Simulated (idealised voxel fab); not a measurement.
process module | voxel local oxidation
Square cells of 5 nm make up the cross-section cut, whose width is 250 nm.
A cross-section is a grid of square cells, given in bands from the top down. A band is one or more rows of cells. Heads up on the band format: heights come first, top then bottom, in nm. After that it's the materials left to right, each with its width in nm. A single material flagged "all across" fills the whole band edge to edge, and "empty" means there's empty space there. The reference from which all heights are counted is 0, the level beneath which the as-received wafer is entirely one material; the lowest band, having no lower bound, proceeds downward and is written after the example "0 nm and below". Graded width ("30->40"): value in top row of band = first number; value in bottom row = second number; row-to-row change constant. "stayed the same" after a step means that no cell of the cross-section changed. For the entry "Tabulated closed voids", the listed items are empty spaces with no open way to the top whose size is 8 cells or more; each item follows the pattern width x height at distance, where distance is from the left edge and all three are in nm. On each step's line, the part that comes after the settings is the simulator's own comment on the step. What "overlay nm" on a step's line means: if the step has a mask, that mask lay this far to the right of its planned place, or, when the value is negative, to the left.

The steps planned for the process are as follows
1: RECEIVE (material Si)
2: CONFORMAL_DEP (material SiO2; thk nm 5)
3: CONFORMAL_DEP (material SiN; thk nm 15)
4: PATTERN (tone cover; mask id ACTIVE; material resist; width nm 130; thk nm 15; overlay nm 0)
5: DIRECTIONAL_ETCH (etch materials SiN; depth nm 15)
6: STRIP (etch materials resist)
7: SELECTIVE_ETCH (etch materials SiO2; depth nm 5)
8: OXIDIZE (depth nm 15)
9: STRIP (etch materials SiN)

On the first of the two wafers: run conducted according to plan

Shown in cross-section is the wafer as received, that is, as it stands after step 1
	0 nm and below | Si all across
	Tabulated closed voids: none

Once step 2 is through, the wafer looks like this in cross-section
	5 nm to 0 nm | SiO2 all across
	Note: structure below 0 unchanged.

Once step 3 is through, the wafer looks like this in cross-section
	20 nm to 5 nm | SiN all across
	Note: structure below 5 unchanged.

Once step 4 is through, the wafer looks like this in cross-section
	35 nm to 20 nm | empty 60 nm; resist 130 nm; empty 60 nm
	Note: structure below 20 unchanged.

Once step 5 is through, the wafer looks like this in cross-section
	35 nm to 20 nm | empty 60 nm; resist 130 nm; empty 60 nm
	20 nm to 5 nm | empty 60 nm; SiN 130 nm; empty 60 nm
	Note: structure below 5 unchanged.

Once step 6 is through, the wafer looks like this in cross-section
	20 nm to 5 nm | empty 60 nm; SiN 130 nm; empty 60 nm
	Note: structure below 5 unchanged.

Once step 7 is through, the wafer looks like this in cross-section
	20 nm to 5 nm | empty 60 nm; SiN 130 nm; empty 60 nm
	5 nm to 0 nm | empty 65 nm; SiO2 120 nm; empty 65 nm
	Note: structure below 0 unchanged.

Once step 8 is through, the wafer looks like this in cross-section
	20 nm to 5 nm | empty 60 nm; SiN 130 nm; empty 60 nm
	5 nm to 0 nm | empty 65 nm; SiO2 120 nm; empty 65 nm
	0 nm to -15 nm | SiO2 80 nm; Si 90 nm; SiO2 80 nm
	Note: structure below -15 unchanged.

Once step 9 is through, the wafer looks like this in cross-section
	5 nm to 0 nm | empty 65 nm; SiO2 120 nm; empty 65 nm
	Note: structure below 0 unchanged.

Wafer two: like wafer one in start and plan, but with one mistake in execution; identical up to and including step 7

Cross-sectional representation of the second wafer at the time designated in the plan for the completion of step 8
	5 nm to 0 nm | empty 65 nm; SiO2 120 nm; empty 65 nm
	Note: structure below 0 unchanged.

Cross-sectional representation of the second wafer at the time designated in the plan for the completion of step 9
	5 nm to 0 nm | empty 65 nm; SiO2 120 nm; empty 65 nm
	0 nm to -15 nm | SiO2 80 nm; Si 90 nm; SiO2 80 nm
	Note: structure below -15 unchanged.
Against the plan, the run slipped here: the intended sequence of steps 8 and 9 was reversed during processing, with each occupying the position of the other
Final cross-sections of the two wafers are identical, so the mistake has no effect on what this model computes.
